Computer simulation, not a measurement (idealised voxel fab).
process module | voxel quadruple lines
cross-section cut | 245 nm wide | cells 5 nm
A cross-section is a grid of square cells, given in bands from the top down. A band is one or more rows of cells.
Each band's line starts with the height of the band's top and of its bottom, in nm. Then come its materials from left to right, each with its width in nm. One material with "throughout" fills the band from edge to edge. "air" is empty space.
Height 0 is the level under which the wafer as received is all one material. The lowest band goes on downwards, as in "0 down".
A width such as "30 to 40" changes by the same amount from each row of cells to the next, from the band's top row to its bottom row.
"no change" after a step means that no cell of the cross-section changed.
closed voids: empty space of 8 cells or more with no open way to the top, each as width x height at its distance from the left edge, in nm
after a step's settings: what the simulator itself notes on the step
overlay nm, on a step with a mask: how far to the right of its planned place the mask lay; to the left if negative
plan
1 op RECEIVE | material Si
2 op CONFORMAL_DEP | material Al2O3 | thk nm 5
3 op DIRECTIONAL_DEP | material W | thk nm 10
4 op DIRECTIONAL_DEP | material polySi | thk nm 20
5 op DIRECTIONAL_DEP | material aC | thk nm 20
6 op PATTERN | tone cover | mask id MANDREL | material resist | width nm 35 | pitch nm 100 | thk nm 25 | overlay nm 0
7 op DIRECTIONAL_ETCH | etch materials aC | depth nm 20
8 op STRIP | etch materials resist
9 op CONFORMAL_DEP | material SiO2 | thk nm 15
10 op DIRECTIONAL_ETCH | etch materials SiO2 | depth nm 15
11 op STRIP | etch materials aC
12 op DIRECTIONAL_ETCH | etch materials polySi | depth nm 20
13 op STRIP | etch materials SiO2
14 op CONFORMAL_DEP | material SiN | thk nm 10
15 op DIRECTIONAL_ETCH | etch materials SiN | depth nm 10
16 op STRIP | etch materials polySi
17 op DIRECTIONAL_ETCH | etch materials W | depth nm 10
18 op STRIP | etch materials SiN
first wafer, as planned
as received, after step 1
  0 down: Si throughout
  closed voids: none
after step 2
  5 to 0: Al2O3 throughout
  below 0: unchanged
after step 3
  15 to 5: W throughout
  below 5: unchanged
after step 4
  35 to 15: polySi throughout
  below 15: unchanged
after step 5
  55 to 35: aC throughout
  below 35: unchanged
after step 6
  80 to 55: air 55 | resist 35 | air 65 | resist 35 | air 55
  below 55: unchanged
after step 7
  60 to 55: air 55 | resist 35 | air 65 | resist 35 | air 55
  55 to 35: air 55 | aC 35 | air 65 | aC 35 | air 55
  below 35: unchanged
after step 8
  55 to 35: air 55 | aC 35 | air 65 | aC 35 | air 55
  below 35: unchanged
after step 9
  70 to 55: air 40 | SiO2 65 | air 35 | SiO2 65 | air 40
  55 to 50: air 40 | SiO2 15 | aC 35 | SiO2 15 | air 35 | SiO2 15 | aC 35 | SiO2 15 | air 40
  50 to 35: SiO2 55 | aC 35 | SiO2 65 | aC 35 | SiO2 55
  below 35: unchanged
after step 10
  55 to 35: air 40 | SiO2 15 | aC 35 | SiO2 15 | air 35 | SiO2 15 | aC 35 | SiO2 15 | air 40
  below 35: unchanged
after step 11
  55 to 35: air 40 | SiO2 15 | air 35 | SiO2 15 | air 35 | SiO2 15 | air 35 | SiO2 15 | air 40
  below 35: unchanged
after step 12
  55 to 35: air 40 | SiO2 15 | air 35 | SiO2 15 | air 35 | SiO2 15 | air 35 | SiO2 15 | air 40
  35 to 15: air 40 | polySi 15 | air 35 | polySi 15 | air 35 | polySi 15 | air 35 | polySi 15 | air 40
  below 15: unchanged
after step 13
  35 to 15: air 40 | polySi 15 | air 35 | polySi 15 | air 35 | polySi 15 | air 35 | polySi 15 | air 40
  below 15: unchanged
after step 14
  45 to 35: air 30 | SiN 35 | air 15 | SiN 35 | air 15 | SiN 35 | air 15 | SiN 35 | air 30
  35 to 25: air 30 | SiN 10 | polySi 15 | SiN 10 | air 15 | SiN 10 | polySi 15 | SiN 10 | air 15 | SiN 10 | polySi 15 | SiN 10 | air 15 | SiN 10 | polySi 15 | SiN 10 | air 30
  25 to 15: SiN 40 | polySi 15 | SiN 35 | polySi 15 | SiN 35 | polySi 15 | SiN 35 | polySi 15 | SiN 40
  below 15: unchanged
after step 15
  35 to 15: air 30 | SiN 10 | polySi 15 | SiN 10 | air 15 | SiN 10 | polySi 15 | SiN 10 | air 15 | SiN 10 | polySi 15 | SiN 10 | air 15 | SiN 10 | polySi 15 | SiN 10 | air 30
  below 15: unchanged
after step 16
  35 to 15: air 30 | SiN 10 | air 15 | SiN 10 | air 15 | SiN 10 | air 15 | SiN 10 | air 15 | SiN 10 | air 15 | SiN 10 | air 15 | SiN 10 | air 15 | SiN 10 | air 30
  below 15: unchanged
after step 17
  35 to 15: air 30 | SiN 10 | air 15 | SiN 10 | air 15 | SiN 10 | air 15 | SiN 10 | air 15 | SiN 10 | air 15 | SiN 10 | air 15 | SiN 10 | air 15 | SiN 10 | air 30
  15 to 5: air 30 | W 10 | air 15 | W 10 | air 15 | W 10 | air 15 | W 10 | air 15 | W 10 | air 15 | W 10 | air 15 | W 10 | air 15 | W 10 | air 30
  below 5: unchanged
after step 18
  15 to 5: air 30 | W 10 | air 15 | W 10 | air 15 | W 10 | air 15 | W 10 | air 15 | W 10 | air 15 | W 10 | air 15 | W 10 | air 15 | W 10 | air 30
  below 5: unchanged
second wafer: like start, like plan, one mistake. Through step 5 it matches the first wafer
when step 6 should have ended
  80 to 55: air 50 | resist 35 | air 65 | resist 35 | air 60
  below 55: unchanged
when step 7 should have ended
  60 to 55: air 50 | resist 35 | air 65 | resist 35 | air 60
  55 to 35: air 50 | aC 35 | air 65 | aC 35 | air 60
  below 35: unchanged
when step 8 should have ended
  55 to 35: air 50 | aC 35 | air 65 | aC 35 | air 60
  below 35: unchanged
when step 9 should have ended
  70 to 55: air 35 | SiO2 65 | air 35 | SiO2 65 | air 45
  55 to 50: air 35 | SiO2 15 | aC 35 | SiO2 15 | air 35 | SiO2 15 | aC 35 | SiO2 15 | air 45
  50 to 35: SiO2 50 | aC 35 | SiO2 65 | aC 35 | SiO2 60
  below 35: unchanged
when step 10 should have ended
  55 to 35: air 35 | SiO2 15 | aC 35 | SiO2 15 | air 35 | SiO2 15 | aC 35 | SiO2 15 | air 45
  below 35: unchanged
when step 11 should have ended
  55 to 35: air 35 | SiO2 15 | air 35 | SiO2 15 | air 35 | SiO2 15 | air 35 | SiO2 15 | air 45
  below 35: unchanged
when step 12 should have ended
  55 to 35: air 35 | SiO2 15 | air 35 | SiO2 15 | air 35 | SiO2 15 | air 35 | SiO2 15 | air 45
  35 to 15: air 35 | polySi 15 | air 35 | polySi 15 | air 35 | polySi 15 | air 35 | polySi 15 | air 45
  below 15: unchanged
when step 13 should have ended
  35 to 15: air 35 | polySi 15 | air 35 | polySi 15 | air 35 | polySi 15 | air 35 | polySi 15 | air 45
  below 15: unchanged
when step 14 should have ended
  45 to 35: air 25 | SiN 35 | air 15 | SiN 35 | air 15 | SiN 35 | air 15 | SiN 35 | air 35
  35 to 25: air 25 | SiN 10 | polySi 15 | SiN 10 | air 15 | SiN 10 | polySi 15 | SiN 10 | air 15 | SiN 10 | polySi 15 | SiN 10 | air 15 | SiN 10 | polySi 15 | SiN 10 | air 35
  25 to 15: SiN 35 | polySi 15 | SiN 35 | polySi 15 | SiN 35 | polySi 15 | SiN 35 | polySi 15 | SiN 45
  below 15: unchanged
when step 15 should have ended
  35 to 15: air 25 | SiN 10 | polySi 15 | SiN 10 | air 15 | SiN 10 | polySi 15 | SiN 10 | air 15 | SiN 10 | polySi 15 | SiN 10 | air 15 | SiN 10 | polySi 15 | SiN 10 | air 35
  below 15: unchanged
when step 16 should have ended
  35 to 15: air 25 | SiN 10 | air 15 | SiN 10 | air 15 | SiN 10 | air 15 | SiN 10 | air 15 | SiN 10 | air 15 | SiN 10 | air 15 | SiN 10 | air 15 | SiN 10 | air 35
  below 15: unchanged
when step 17 should have ended
  35 to 15: air 25 | SiN 10 | air 15 | SiN 10 | air 15 | SiN 10 | air 15 | SiN 10 | air 15 | SiN 10 | air 15 | SiN 10 | air 15 | SiN 10 | air 15 | SiN 10 | air 35
  15 to 5: air 25 | W 10 | air 15 | W 10 | air 15 | W 10 | air 15 | W 10 | air 15 | W 10 | air 15 | W 10 | air 15 | W 10 | air 15 | W 10 | air 35
  below 5: unchanged
when step 18 should have ended
  15 to 5: air 25 | W 10 | air 15 | W 10 | air 15 | W 10 | air 15 | W 10 | air 15 | W 10 | air 15 | W 10 | air 15 | W 10 | air 15 | W 10 | air 35
  below 5: unchanged
what went wrong: step 6 ran as: op PATTERN | tone cover | mask id MANDREL | material resist | width nm 35 | pitch nm 100 | thk nm 25 | overlay nm -5
at the end the second wafer has, in cells: as many of each material as the first, in other places
